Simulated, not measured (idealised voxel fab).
Herein follows the process module entitled voxel air gaps.
Xsec cut, 165 nm wide, square cell size 5 nm.
The cross-sections in this document take the form of a grid made of square cells. They are written out as bands, in order from top to bottom. Each band consists of one or more rows of cells. For a band, the entry starts with two heights in nm, that of the top and then that of the bottom, and carries on with the band's materials in order from left to right, each alongside its width in nm; the word "throughout" beside a single material means it fills the band edge to edge, and "empty" means empty space. Convention: height 0 is the level below which the wafer, as received, is all one material. The lowest band does not terminate at the bottom but continues downward, represented as "top 0, no bottom". A width such as "30->40" changes by the same amount from each row of cells to the next, from the band's top row to its bottom row. It should be understood that the words "all unchanged", when stated for a given step, signify that the cross-section underwent no change in any of its cells during that step. Entry "Entrapped voids". Content: empty spaces with no open connection to the top, size 8 cells or greater. Each: width x height at distance. Distance: from left edge. Unit: nm. Where a step's line continues beyond its settings, the continuation is a remark by the simulator itself on that step. overlay nm: right-of-plan distance of the mask on a masked step; negative values mean left-of-plan.
STEPS IN THE PROCESS PLAN
| 1 | RECEIVE: material Si |
| 2 | CONFORMAL_DEP: material SiO2, thk nm 15 |
| 3 | CONFORMAL_DEP: material SiCN, thk nm 5 |
| 4 | DIRECTIONAL_DEP: material SiO2, thk nm 30 |
| 5 | DIRECTIONAL_DEP: material aC, thk nm 10 |
| 6 | PATTERN: tone open, mask id LINES, material resist, width nm 15, pitch nm 40, thk nm 25, overlay nm 0 |
| 7 | DIRECTIONAL_ETCH: etch materials aC, depth nm 10 |
| 8 | STRIP: etch materials resist |
| 9 | DIRECTIONAL_ETCH: etch materials SiO2, depth nm 30 |
| 10 | STRIP: etch materials aC |
| 11 | CONFORMAL_DEP: material TiN, thk nm 5 |
| 12 | FILL_DEP: material W, thk nm 10 |
| 13 | CMP: height nm 50 |
| 14 | EPI: material Ru, thk nm 10 |
| 15 | SELECTIVE_ETCH: etch materials SiO2, depth nm 40 |
| 16 | CONFORMAL_DEP: material SiCN, thk nm 5 |
CROSS-SECTION OF THE WAFER UPON ARRIVAL, REPRESENTING THE STATE REACHED AFTER STEP 1
top 0, no bottom = Si throughout
Entrapped voids: none
THE MODULE WAS RUN FROM THE START SHOWN ABOVE USING THE PLAN SHOWN ABOVE, BUT ONE MISTAKE WAS MADE DOING IT; THE RESULTING WAFER CROSS-SECTION IS BELOW
top 65, bottom 60 = 20 of empty, 125 of SiCN, 20 of empty
top 60, bottom 50 = 20 of empty, 5 of SiCN, 35 of Ru, 5 of SiCN, 35 of Ru, 5 of SiCN, 35 of Ru, 5 of SiCN, 20 of empty
top 50, bottom 45 = 20 of empty, 15 of SiCN, 5 of TiN, 5 of W, 5 of TiN, 25 of SiCN, 5 of TiN, 5 of W, 5 of TiN, 25 of SiCN, 5 of TiN, 5 of W, 5 of TiN, 15 of SiCN, 20 of empty
top 45, bottom 25 = 30 of empty, 5 of SiCN, 5 of TiN, 5 of W, 5 of TiN, 5 of SiCN, 15 of empty, 5 of SiCN, 5 of TiN, 5 of W, 5 of TiN, 5 of SiCN, 15 of empty, 5 of SiCN, 5 of TiN, 5 of W, 5 of TiN, 5 of SiCN, 30 of empty
top 25, bottom 20 = 35 of SiCN, 15 of TiN, 25 of SiCN, 15 of TiN, 25 of SiCN, 15 of TiN, 35 of SiCN
top 20, bottom 15 = TiN throughout
top 15, bottom 0 = SiO2 throughout
top 0, no bottom = Si throughout
Entrapped voids: 15 x 20 at 55; 15 x 20 at 95
Run error: heads up, step 3 didn't go per plan, it actually ran as CONFORMAL_DEP: material TiN, thk nm 5
